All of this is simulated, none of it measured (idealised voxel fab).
This is a process module. Its name is voxel capacitor over wiring.
FYI the section here is cut, 220 nm wide, cells are 5 nm squares.
Heads up, the way a cross-section reads in here is a grid of square cells, handed over as bands from the top down, with every band being one or more rows of cells.
This entry defines a band. It first specifies the height of the band's top and the height of its bottom in nm, and then specifies the band's materials from left to right, stating each material with its width in nm. The word "full width" identifies a single material that fills the band from edge to edge, while the word "air" identifies empty space.
A quick word on heights: they are counted from 0, and under that level the wafer as it came to us is one material throughout. The lowest band is different from the rest in having no bottom; it simply continues downward, written as in "top 0, no bottom".
Graded width ("30 to 40"): value in top row of band = first number; value in bottom row = second number; row-to-row change constant.
Any step labelled "nothing changed" changed none of the cells in the cross-section.
"Fully sealed voids" - sealed voids, min. 8 cells, no opening to top; format: width x height at distance (distance from left edge; nm throughout).
Past the settings on a step's line: simulator remark, on that step.
Steps that use a mask can have "overlay nm" on their line. It says how far the mask sat to the right of where it was meant to be. Negative means to the left.
## Process steps foreseen in the plan
1. RECEIVE,material Si
2. CONFORMAL_DEP,material SiO2,thk nm 15
3. CONFORMAL_DEP,material SiN,thk nm 5
4. DIRECTIONAL_DEP,material SiO2,thk nm 25
5. MASKED_ETCH,tone open,mask id METAL_1,width nm 20,pitch nm 80,etch materials SiO2,depth nm 25,overlay nm 0
6. MASKED_ETCH,tone open,mask id METAL_1,width nm 20,pitch nm 80,etch materials SiN,depth nm 5,overlay nm 0
7. CONFORMAL_DEP,material TiN,thk nm 5
8. FILL_DEP,material Ru,thk nm 10
9. CMP,height nm 45
10. EPI,material Ru,thk nm 5
11. FILL_DEP,material SiCN,thk nm 5
12. DIRECTIONAL_DEP,material lowk,thk nm 10
13. MASKED_ETCH,tone open,mask id PLUG_1,width nm 15,etch materials lowk,depth nm 10,overlay nm 0
14. MASKED_ETCH,tone open,mask id PLUG_1,width nm 15,etch materials SiCN,depth nm 5,overlay nm 0
15. EPI,material Ru,thk nm 10
16. EPI,material Ru,thk nm 5
17. DIRECTIONAL_DEP,material TiN,thk nm 10
18. DIRECTIONAL_DEP,material Al2O3,thk nm 5
19. DIRECTIONAL_DEP,material TiN,thk nm 10
20. PATTERN,tone cover,mask id UPPER_PLATE,material resist,width nm 65,thk nm 20,overlay nm 0
21. DIRECTIONAL_ETCH,etch materials TiN,depth nm 10
22. DIRECTIONAL_ETCH,etch materials Al2O3,depth nm 5
23. STRIP,etch materials resist
24. DIRECTIONAL_DEP,material aC,thk nm 15
25. PATTERN,tone cover,mask id LOWER_PLATE,material resist,width nm 75,thk nm 30,overlay nm 0
26. DIRECTIONAL_ETCH,etch materials aC,depth nm 15
27. STRIP,etch materials resist
28. DIRECTIONAL_ETCH,etch materials TiN,depth nm 10
29. STRIP,etch materials aC
30. FILL_DEP,material SiO2,thk nm 15
31. CMP,height nm 100
32. DIRECTIONAL_DEP,material aC,thk nm 15
33. PATTERN,tone open,mask id PLUG_2,material resist,width nm 15,thk nm 35,overlay nm 0
34. DIRECTIONAL_ETCH,etch materials aC,depth nm 15
35. STRIP,etch materials resist
36. DIRECTIONAL_ETCH,etch materials SiO2,depth nm 10
37. STRIP,etch materials aC
38. CONFORMAL_DEP,material TiN,thk nm 5
39. FILL_DEP,material Ru,thk nm 5
40. CMP,height nm 100
41. CONFORMAL_DEP,material SiN,thk nm 5
## first wafer, as planned
## Step 1 complete: cross-section of the wafer as received
  top 0, no bottom  Si full width
  Fully sealed voids: none
## Step 2 done - wafer cross-section
  top 15, bottom 0  SiO2 full width
  Unchanged below 0.
## Step 3 done - wafer cross-section
  top 20, bottom 15  SiN full width
  Unchanged below 15.
## Step 4 done - wafer cross-section
  top 45, bottom 20  SiO2 full width
  Unchanged below 20.
## Step 5 done - wafer cross-section
  top 45, bottom 20  SiO2 (60) / air (20) / SiO2 (60) / air (20) / SiO2 (60)
  Unchanged below 20.
## Step 6 done - wafer cross-section
  top 45, bottom 20  SiO2 (60) / air (20) / SiO2 (60) / air (20) / SiO2 (60)
  top 20, bottom 15  SiN (60) / air (20) / SiN (60) / air (20) / SiN (60)
  Unchanged below 15.
## Step 7 done - wafer cross-section
  top 50, bottom 45  TiN (65) / air (10) / TiN (70) / air (10) / TiN (65)
  top 45, bottom 20  SiO2 (60) / TiN (5) / air (10) / TiN (5) / SiO2 (60) / TiN (5) / air (10) / TiN (5) / SiO2 (60)
  top 20, bottom 15  SiN (60) / TiN (20) / SiN (60) / TiN (20) / SiN (60)
  Unchanged below 15.
## Step 8 done - wafer cross-section
  top 60, bottom 50  Ru full width
  top 50, bottom 45  TiN (65) / Ru (10) / TiN (70) / Ru (10) / TiN (65)
  top 45, bottom 20  SiO2 (60) / TiN (5) / Ru (10) / TiN (5) / SiO2 (60) / TiN (5) / Ru (10) / TiN (5) / SiO2 (60)
  Unchanged below 20.
## Step 9 done - wafer cross-section
  top 45, bottom 20  SiO2 (60) / TiN (5) / Ru (10) / TiN (5) / SiO2 (60) / TiN (5) / Ru (10) / TiN (5) / SiO2 (60)
  Unchanged below 20.
## Step 10 done - wafer cross-section
  top 50, bottom 45  air (55) / Ru (30) / air (50) / Ru (30) / air (55)
  Unchanged below 45.
## Step 11 done - wafer cross-section
  top 55, bottom 50  SiCN full width
  top 50, bottom 45  SiCN (55) / Ru (30) / SiCN (50) / Ru (30) / SiCN (55)
  Unchanged below 45.
## Step 12 done - wafer cross-section
  top 65, bottom 55  lowk full width
  Unchanged below 55.
## Step 13 done - wafer cross-section
  top 65, bottom 55  lowk (65) / air (15) / lowk (140)
  Unchanged below 55.
## Step 14 done - wafer cross-section
  top 65, bottom 55  lowk (65) / air (15) / lowk (140)
  top 55, bottom 50  SiCN (65) / air (15) / SiCN (140)
  Unchanged below 50.
## Step 15 done - wafer cross-section
  top 65, bottom 60  lowk (65) / air (15) / lowk (140)
  top 60, bottom 55  lowk (65) / Ru (15) / lowk (140)
  top 55, bottom 50  SiCN (65) / Ru (15) / SiCN (140)
  Unchanged below 50.
## Step 16 done - wafer cross-section
  top 65, bottom 55  lowk (65) / Ru (15) / lowk (140)
  Unchanged below 55.
## Step 17 done - wafer cross-section
  top 75, bottom 65  TiN full width
  Unchanged below 65.
## Step 18 done - wafer cross-section
  top 80, bottom 75  Al2O3 full width
  Unchanged below 75.
## Step 19 done - wafer cross-section
  top 90, bottom 80  TiN full width
  Unchanged below 80.
## Step 20 done - wafer cross-section
  top 110, bottom 90  air (65) / resist (65) / air (90)
  Unchanged below 90.
## Step 21 done - wafer cross-section
  top 110, bottom 90  air (65) / resist (65) / air (90)
  top 90, bottom 80  air (65) / TiN (65) / air (90)
  Unchanged below 80.
## Step 22 done - wafer cross-section
  top 110, bottom 90  air (65) / resist (65) / air (90)
  top 90, bottom 80  air (65) / TiN (65) / air (90)
  top 80, bottom 75  air (65) / Al2O3 (65) / air (90)
  Unchanged below 75.
## Step 23 done - wafer cross-section
  top 90, bottom 80  air (65) / TiN (65) / air (90)
  Unchanged below 80.
## Step 24 done - wafer cross-section
  top 105, bottom 90  air (65) / aC (65) / air (90)
  top 90, bottom 80  aC (65) / TiN (65) / aC (90)
  top 80, bottom 75  aC (65) / Al2O3 (65) / aC (90)
  Unchanged below 75.
## Step 25 done - wafer cross-section
  top 135, bottom 105  air (60) / resist (75) / air (85)
  top 105, bottom 90  air (60) / resist (5) / aC (65) / resist (5) / air (85)
  Unchanged below 90.
## Step 26 done - wafer cross-section
  top 120, bottom 105  air (60) / resist (75) / air (85)
  top 105, bottom 90  air (60) / resist (5) / aC (65) / resist (5) / air (85)
  top 90, bottom 80  air (60) / aC (5) / TiN (65) / aC (5) / air (85)
  top 80, bottom 75  air (60) / aC (5) / Al2O3 (65) / aC (5) / air (85)
  Unchanged below 75.
## Step 27 done - wafer cross-section
  top 105, bottom 90  air (65) / aC (65) / air (90)
  Unchanged below 90.
## Step 28 done - wafer cross-section
  top 105, bottom 90  air (65) / aC (65) / air (90)
  top 90, bottom 80  air (60) / aC (5) / TiN (65) / aC (5) / air (85)
  top 80, bottom 75  air (60) / aC (5) / Al2O3 (65) / aC (5) / air (85)
  top 75, bottom 65  air (60) / TiN (75) / air (85)
  Unchanged below 65.
## Step 29 done - wafer cross-section
  top 90, bottom 80  air (65) / TiN (65) / air (90)
  top 80, bottom 75  air (65) / Al2O3 (65) / air (90)
  Unchanged below 75.
## Step 30 done - wafer cross-section
  top 105, bottom 90  SiO2 full width
  top 90, bottom 80  SiO2 (65) / TiN (65) / SiO2 (90)
  top 80, bottom 75  SiO2 (65) / Al2O3 (65) / SiO2 (90)
  top 75, bottom 65  SiO2 (60) / TiN (75) / SiO2 (85)
  Unchanged below 65.
## Step 31 done - wafer cross-section
  top 100, bottom 90  SiO2 full width
  Unchanged below 90.
## Step 32 done - wafer cross-section
  top 115, bottom 100  aC full width
  Unchanged below 100.
## Step 33 done - wafer cross-section
  top 150, bottom 115  resist (75) / air (15) / resist (130)
  Unchanged below 115.
## Step 34 done - wafer cross-section
  top 135, bottom 115  resist (75) / air (15) / resist (130)
  top 115, bottom 100  aC (75) / air (15) / aC (130)
  Unchanged below 100.
## Step 35 done - wafer cross-section
  top 115, bottom 100  aC (75) / air (15) / aC (130)
  Unchanged below 100.
## Step 36 done - wafer cross-section
  top 115, bottom 100  aC (75) / air (15) / aC (130)
  top 100, bottom 90  SiO2 (75) / air (15) / SiO2 (130)
  Unchanged below 90.
## Step 37 done - wafer cross-section
  top 100, bottom 90  SiO2 (75) / air (15) / SiO2 (130)
  Unchanged below 90.
## Step 38 done - wafer cross-section
  top 105, bottom 100  TiN (80) / air (5) / TiN (135)
  top 100, bottom 95  SiO2 (75) / TiN (5) / air (5) / TiN (5) / SiO2 (130)
  top 95, bottom 90  SiO2 (75) / TiN (15) / SiO2 (130)
  Unchanged below 90.
## Step 39 done - wafer cross-section
  top 110, bottom 105  Ru full width
  top 105, bottom 100  TiN (80) / Ru (5) / TiN (135)
  top 100, bottom 95  SiO2 (75) / TiN (5) / Ru (5) / TiN (5) / SiO2 (130)
  Unchanged below 95.
## Step 40 done - wafer cross-section
  top 100, bottom 95  SiO2 (75) / TiN (5) / Ru (5) / TiN (5) / SiO2 (130)
  Unchanged below 95.
## Step 41 done - wafer cross-section
  top 105, bottom 100  SiN full width
  Unchanged below 100.
## second wafer: like start, like plan, one mistake. Through step 1 it matches the first wafer
## Second wafer, cut view, end of step 2 per plan
  top 20, bottom 0  SiO2 full width
  Unchanged below 0.
## Second wafer, cut view, end of step 3 per plan
  top 25, bottom 20  SiN full width
  Unchanged below 20.
## Second wafer, cut view, end of step 4 per plan
  top 50, bottom 25  SiO2 full width
  Unchanged below 25.
## Second wafer, cut view, end of step 5 per plan
  top 50, bottom 25  SiO2 (60) / air (20) / SiO2 (60) / air (20) / SiO2 (60)
  Unchanged below 25.
## Second wafer, cut view, end of step 6 per plan
  top 50, bottom 25  SiO2 (60) / air (20) / SiO2 (60) / air (20) / SiO2 (60)
  top 25, bottom 20  SiN (60) / air (20) / SiN (60) / air (20) / SiN (60)
  Unchanged below 20.
## Second wafer, cut view, end of step 7 per plan
  top 55, bottom 50  TiN (65) / air (10) / TiN (70) / air (10) / TiN (65)
  top 50, bottom 25  SiO2 (60) / TiN (5) / air (10) / TiN (5) / SiO2 (60) / TiN (5) / air (10) / TiN (5) / SiO2 (60)
  top 25, bottom 20  SiN (60) / TiN (20) / SiN (60) / TiN (20) / SiN (60)
  Unchanged below 20.
## Second wafer, cut view, end of step 8 per plan
  top 65, bottom 55  Ru full width
  top 55, bottom 50  TiN (65) / Ru (10) / TiN (70) / Ru (10) / TiN (65)
  top 50, bottom 25  SiO2 (60) / TiN (5) / Ru (10) / TiN (5) / SiO2 (60) / TiN (5) / Ru (10) / TiN (5) / SiO2 (60)
  Unchanged below 25.
## Second wafer, cut view, end of step 9 per plan
  top 45, bottom 25  SiO2 (60) / TiN (5) / Ru (10) / TiN (5) / SiO2 (60) / TiN (5) / Ru (10) / TiN (5) / SiO2 (60)
  Unchanged below 25.
## Second wafer, cut view, end of step 10 per plan
  top 50, bottom 45  air (55) / Ru (30) / air (50) / Ru (30) / air (55)
  Unchanged below 45.
## Second wafer, cut view, end of step 11 per plan
  top 55, bottom 50  SiCN full width
  top 50, bottom 45  SiCN (55) / Ru (30) / SiCN (50) / Ru (30) / SiCN (55)
  Unchanged below 45.
## Second wafer, cut view, end of step 12 per plan
  top 65, bottom 55  lowk full width
  Unchanged below 55.
## Second wafer, cut view, end of step 13 per plan
  top 65, bottom 55  lowk (65) / air (15) / lowk (140)
  Unchanged below 55.
## Second wafer, cut view, end of step 14 per plan
  top 65, bottom 55  lowk (65) / air (15) / lowk (140)
  top 55, bottom 50  SiCN (65) / air (15) / SiCN (140)
  Unchanged below 50.
## Second wafer, cut view, end of step 15 per plan
  top 65, bottom 60  lowk (65) / air (15) / lowk (140)
  top 60, bottom 55  lowk (65) / Ru (15) / lowk (140)
  top 55, bottom 50  SiCN (65) / Ru (15) / SiCN (140)
  Unchanged below 50.
## Second wafer, cut view, end of step 16 per plan
  top 65, bottom 55  lowk (65) / Ru (15) / lowk (140)
  Unchanged below 55.
## Second wafer, cut view, end of step 17 per plan
  top 75, bottom 65  TiN full width
  Unchanged below 65.
## Second wafer, cut view, end of step 18 per plan
  top 80, bottom 75  Al2O3 full width
  Unchanged below 75.
## Second wafer, cut view, end of step 19 per plan
  top 90, bottom 80  TiN full width
  Unchanged below 80.
## Second wafer, cut view, end of step 20 per plan
  top 110, bottom 90  air (65) / resist (65) / air (90)
  Unchanged below 90.
## Second wafer, cut view, end of step 21 per plan
  top 110, bottom 90  air (65) / resist (65) / air (90)
  top 90, bottom 80  air (65) / TiN (65) / air (90)
  Unchanged below 80.
## Second wafer, cut view, end of step 22 per plan
  top 110, bottom 90  air (65) / resist (65) / air (90)
  top 90, bottom 80  air (65) / TiN (65) / air (90)
  top 80, bottom 75  air (65) / Al2O3 (65) / air (90)
  Unchanged below 75.
## Second wafer, cut view, end of step 23 per plan
  top 90, bottom 80  air (65) / TiN (65) / air (90)
  Unchanged below 80.
## Second wafer, cut view, end of step 24 per plan
  top 105, bottom 90  air (65) / aC (65) / air (90)
  top 90, bottom 80  aC (65) / TiN (65) / aC (90)
  top 80, bottom 75  aC (65) / Al2O3 (65) / aC (90)
  Unchanged below 75.
## Second wafer, cut view, end of step 25 per plan
  top 135, bottom 105  air (60) / resist (75) / air (85)
  top 105, bottom 90  air (60) / resist (5) / aC (65) / resist (5) / air (85)
  Unchanged below 90.
## Second wafer, cut view, end of step 26 per plan
  top 120, bottom 105  air (60) / resist (75) / air (85)
  top 105, bottom 90  air (60) / resist (5) / aC (65) / resist (5) / air (85)
  top 90, bottom 80  air (60) / aC (5) / TiN (65) / aC (5) / air (85)
  top 80, bottom 75  air (60) / aC (5) / Al2O3 (65) / aC (5) / air (85)
  Unchanged below 75.
## Second wafer, cut view, end of step 27 per plan
  top 105, bottom 90  air (65) / aC (65) / air (90)
  Unchanged below 90.
## Second wafer, cut view, end of step 28 per plan
  top 105, bottom 90  air (65) / aC (65) / air (90)
  top 90, bottom 80  air (60) / aC (5) / TiN (65) / aC (5) / air (85)
  top 80, bottom 75  air (60) / aC (5) / Al2O3 (65) / aC (5) / air (85)
  top 75, bottom 65  air (60) / TiN (75) / air (85)
  Unchanged below 65.
## Second wafer, cut view, end of step 29 per plan
  top 90, bottom 80  air (65) / TiN (65) / air (90)
  top 80, bottom 75  air (65) / Al2O3 (65) / air (90)
  Unchanged below 75.
## Second wafer, cut view, end of step 30 per plan
  top 105, bottom 90  SiO2 full width
  top 90, bottom 80  SiO2 (65) / TiN (65) / SiO2 (90)
  top 80, bottom 75  SiO2 (65) / Al2O3 (65) / SiO2 (90)
  top 75, bottom 65  SiO2 (60) / TiN (75) / SiO2 (85)
  Unchanged below 65.
## Second wafer, cut view, end of step 31 per plan
  top 100, bottom 90  SiO2 full width
  Unchanged below 90.
## Second wafer, cut view, end of step 32 per plan
  top 115, bottom 100  aC full width
  Unchanged below 100.
## Second wafer, cut view, end of step 33 per plan
  top 150, bottom 115  resist (75) / air (15) / resist (130)
  Unchanged below 115.
## Second wafer, cut view, end of step 34 per plan
  top 135, bottom 115  resist (75) / air (15) / resist (130)
  top 115, bottom 100  aC (75) / air (15) / aC (130)
  Unchanged below 100.
## Second wafer, cut view, end of step 35 per plan
  top 115, bottom 100  aC (75) / air (15) / aC (130)
  Unchanged below 100.
## Second wafer, cut view, end of step 36 per plan
  top 115, bottom 100  aC (75) / air (15) / aC (130)
  top 100, bottom 90  SiO2 (75) / air (15) / SiO2 (130)
  Unchanged below 90.
## Second wafer, cut view, end of step 37 per plan
  top 100, bottom 90  SiO2 (75) / air (15) / SiO2 (130)
  Unchanged below 90.
## Second wafer, cut view, end of step 38 per plan
  top 105, bottom 100  TiN (80) / air (5) / TiN (135)
  top 100, bottom 95  SiO2 (75) / TiN (5) / air (5) / TiN (5) / SiO2 (130)
  top 95, bottom 90  SiO2 (75) / TiN (15) / SiO2 (130)
  Unchanged below 90.
## Second wafer, cut view, end of step 39 per plan
  top 110, bottom 105  Ru full width
  top 105, bottom 100  TiN (80) / Ru (5) / TiN (135)
  top 100, bottom 95  SiO2 (75) / TiN (5) / Ru (5) / TiN (5) / SiO2 (130)
  Unchanged below 95.
## Second wafer, cut view, end of step 40 per plan
  top 100, bottom 95  SiO2 (75) / TiN (5) / Ru (5) / TiN (5) / SiO2 (130)
  Unchanged below 95.
## Second wafer, cut view, end of step 41 per plan
  top 105, bottom 100  SiN full width
  Unchanged below 100.
The plan and the run diverged here: heads up, step 2 didn't go per plan, it actually ran as CONFORMAL_DEP,material SiO2,thk nm 20
Count the cells at the end and the second wafer has more or fewer of some materials than the first: Ru -4, SiO2 +8, TiN -4
